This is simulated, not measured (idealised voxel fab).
process module | voxel tone inversion
cross-section cut | 210 nm wide | cells 5 nm
A cross-section is a grid of square cells, given in bands from the top down. A band is one or more rows of cells.
Each band's line starts with the height of the band's top and of its bottom, in nm. Then come its materials from left to right, each with its width in nm. One material with "throughout" fills the band from edge to edge. "air" is empty space.
Height 0 is the level under which the wafer as received is all one material. The lowest band goes on downwards, as in "0 down".
A width such as "30 to 40" changes by the same amount from each row of cells to the next, from the band's top row to its bottom row.
"no change" after a step means that no cell of the cross-section changed.
closed voids: empty space of 8 cells or more with no open way to the top, each as width x height at its distance from the left edge, in nm
after a step's settings: what the simulator itself notes on the step
overlay nm, on a step with a mask: how far to the right of its planned place the mask lay; to the left if negative
plan
1 op RECEIVE | material Si
2 op CONFORMAL_DEP | material SiN | thk nm 10
3 op DIRECTIONAL_DEP | material aC | thk nm 25
4 op PATTERN | tone cover | mask id POSTS | material resist | width nm 20 | pitch nm 40 | thk nm 30 | overlay nm 0
5 op DIRECTIONAL_ETCH | etch materials aC | depth nm 25
6 op STRIP | etch materials resist
7 op FILL_DEP | material lowk | thk nm 10
8 op CMP | height nm 35
9 op STRIP | etch materials aC
10 op CONFORMAL_DEP | material TiN | thk nm 5
11 op FILL_DEP | material W | thk nm 5
12 op CMP | height nm 35
13 op CONFORMAL_DEP | material SiCN | thk nm 5
first wafer, as planned
as received, after step 1
  0 down: Si throughout
  closed voids: none
after step 2
  10 to 0: SiN throughout
  below 0: unchanged
after step 3
  35 to 10: aC throughout
  below 10: unchanged
after step 4
  65 to 35: air 75 | resist 20 | air 20 | resist 20 | air 75
  below 35: unchanged
after step 5
  40 to 35: air 75 | resist 20 | air 20 | resist 20 | air 75
  35 to 10: air 75 | aC 20 | air 20 | aC 20 | air 75
  below 10: unchanged
after step 6
  35 to 10: air 75 | aC 20 | air 20 | aC 20 | air 75
  below 10: unchanged
after step 7
  45 to 35: lowk throughout
  35 to 10: lowk 75 | aC 20 | lowk 20 | aC 20 | lowk 75
  below 10: unchanged
after step 8
  35 to 10: lowk 75 | aC 20 | lowk 20 | aC 20 | lowk 75
  below 10: unchanged
after step 9
  35 to 10: lowk 75 | air 20 | lowk 20 | air 20 | lowk 75
  below 10: unchanged
after step 10
  40 to 35: TiN 80 | air 10 | TiN 30 | air 10 | TiN 80
  35 to 15: lowk 75 | TiN 5 | air 10 | TiN 5 | lowk 20 | TiN 5 | air 10 | TiN 5 | lowk 75
  15 to 10: lowk 75 | TiN 20 | lowk 20 | TiN 20 | lowk 75
  below 10: unchanged
after step 11
  45 to 40: W throughout
  40 to 35: TiN 80 | W 10 | TiN 30 | W 10 | TiN 80
  35 to 15: lowk 75 | TiN 5 | W 10 | TiN 5 | lowk 20 | TiN 5 | W 10 | TiN 5 | lowk 75
  below 15: unchanged
after step 12
  35 to 15: lowk 75 | TiN 5 | W 10 | TiN 5 | lowk 20 | TiN 5 | W 10 | TiN 5 | lowk 75
  below 15: unchanged
after step 13
  40 to 35: SiCN throughout
  below 35: unchanged
second wafer: like start, like plan, one mistake. Through step 9 it matches the first wafer
when step 10 should have ended
  40 to 35: SiCN 80 | air 10 | SiCN 30 | air 10 | SiCN 80
  35 to 15: lowk 75 | SiCN 5 | air 10 | SiCN 5 | lowk 20 | SiCN 5 | air 10 | SiCN 5 | lowk 75
  15 to 10: lowk 75 | SiCN 20 | lowk 20 | SiCN 20 | lowk 75
  below 10: unchanged
when step 11 should have ended
  45 to 40: W throughout
  40 to 35: SiCN 80 | W 10 | SiCN 30 | W 10 | SiCN 80
  35 to 15: lowk 75 | SiCN 5 | W 10 | SiCN 5 | lowk 20 | SiCN 5 | W 10 | SiCN 5 | lowk 75
  below 15: unchanged
when step 12 should have ended
  35 to 15: lowk 75 | SiCN 5 | W 10 | SiCN 5 | lowk 20 | SiCN 5 | W 10 | SiCN 5 | lowk 75
  below 15: unchanged
when step 13 should have ended
  40 to 35: SiCN throughout
  below 35: unchanged
what went wrong: step 10 ran as: op CONFORMAL_DEP | material SiCN | thk nm 5
at the end the second wafer has, in cells: 24 more of SiCN | 24 fewer of TiN
